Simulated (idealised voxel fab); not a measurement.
Documented hereafter: the process module known as voxel ribs on slabs.
Displayed cross-section: cut, width of 250 nm, square cells sized 5 nm.
Each cross-section below is a grid of square cells, stated as bands in top-down order, with one or more rows of cells making up each band. What a band's entry tells you: where the top is and where the bottom is, as heights in nm, and after that what lies inside, material by material from left to right, each with its width in nm. Empty space is written as the word "blank", and a single material marked with the word "everywhere" occupies the band from edge to edge. Height reference: 0 = level under which incoming wafer is all one material. Lowest band: no bottom, runs on downward, e.g. "0 and below". Width spec "30 to 40" -> top row of cells at first value, bottom row at second value, equal per-row change in between. You'll sometimes find "remained unchanged" written for a step, and that's the way of saying that nowhere in the cross-section did a cell change during that step. What "Enclosed void catalog" gives you is every empty space of 8 cells or more that is cut off from the top. Each appears as width x height at distance, with the distance taken from the left edge and width, height and distance all in nm. Text after the settings on a step's line: the simulator's own remark on that step. overlay nm: right-of-plan distance of the mask on a masked step; negative values mean left-of-plan.
-- Below is the list of planned process steps
1. RECEIVE (material Si)
2. DIRECTIONAL_DEP (material SiO2; thk nm 25)
3. DIRECTIONAL_DEP (material polySi; thk nm 15)
4. DIRECTIONAL_DEP (material aC; thk nm 15)
5. PATTERN (tone cover; mask id RIB; material resist; width nm 20; thk nm 35; overlay nm 0)
6. DIRECTIONAL_ETCH (etch materials aC; depth nm 15)
7. STRIP (etch materials resist)
8. DIRECTIONAL_ETCH (etch materials polySi; depth nm 10)
9. STRIP (etch materials aC)
10. PATTERN (tone cover; mask id SLAB; material resist; width nm 50; thk nm 15; overlay nm 0)
11. DIRECTIONAL_ETCH (etch materials polySi; depth nm 5)
12. STRIP (etch materials resist)
13. FILL_DEP (material SiO2; thk nm 30)
14. CMP (height nm 60)
15. DIRECTIONAL_DEP (material W; thk nm 5)
16. PATTERN (tone cover; mask id HEATER; material resist; width nm 30; thk nm 20; overlay nm 0)
17. DIRECTIONAL_ETCH (etch materials W; depth nm 5)
18. STRIP (etch materials resist)
19. CONFORMAL_DEP (material SiN; thk nm 5)
-- Incoming wafer, cross-sectional view, post step 1
> 0 and below: Si everywhere
> Enclosed void catalog: none
-- Cross-section taken at module completion on the first of two wafers; processed per the plan
> 70 down to 65: blank 105, SiN 40, blank 105
> 65 down to 60: SiN 110, W 30, SiN 110
> 60 down to 40: SiO2 everywhere
> 40 down to 30: SiO2 115, polySi 20, SiO2 115
> 30 down to 25: SiO2 100, polySi 50, SiO2 100
> 25 down to 0: SiO2 everywhere
> 0 and below: Si everywhere
> Enclosed void catalog: none
-- second wafer at the end: like start, like plan, one mistake
> 70 down to 60: SiN everywhere
> 60 down to 40: SiO2 everywhere
> 40 down to 30: SiO2 115, polySi 20, SiO2 115
> 30 down to 25: SiO2 100, polySi 50, SiO2 100
> 25 down to 0: SiO2 everywhere
> 0 and below: Si everywhere
> Enclosed void catalog: none
Nonconformance to the process plan: step 15 changed vs plan, executed as DIRECTIONAL_DEP (material SiN; thk nm 5)
End of process, cell counts, second wafer against first, materials with more or fewer: SiN: 48 more, W: 6 fewer
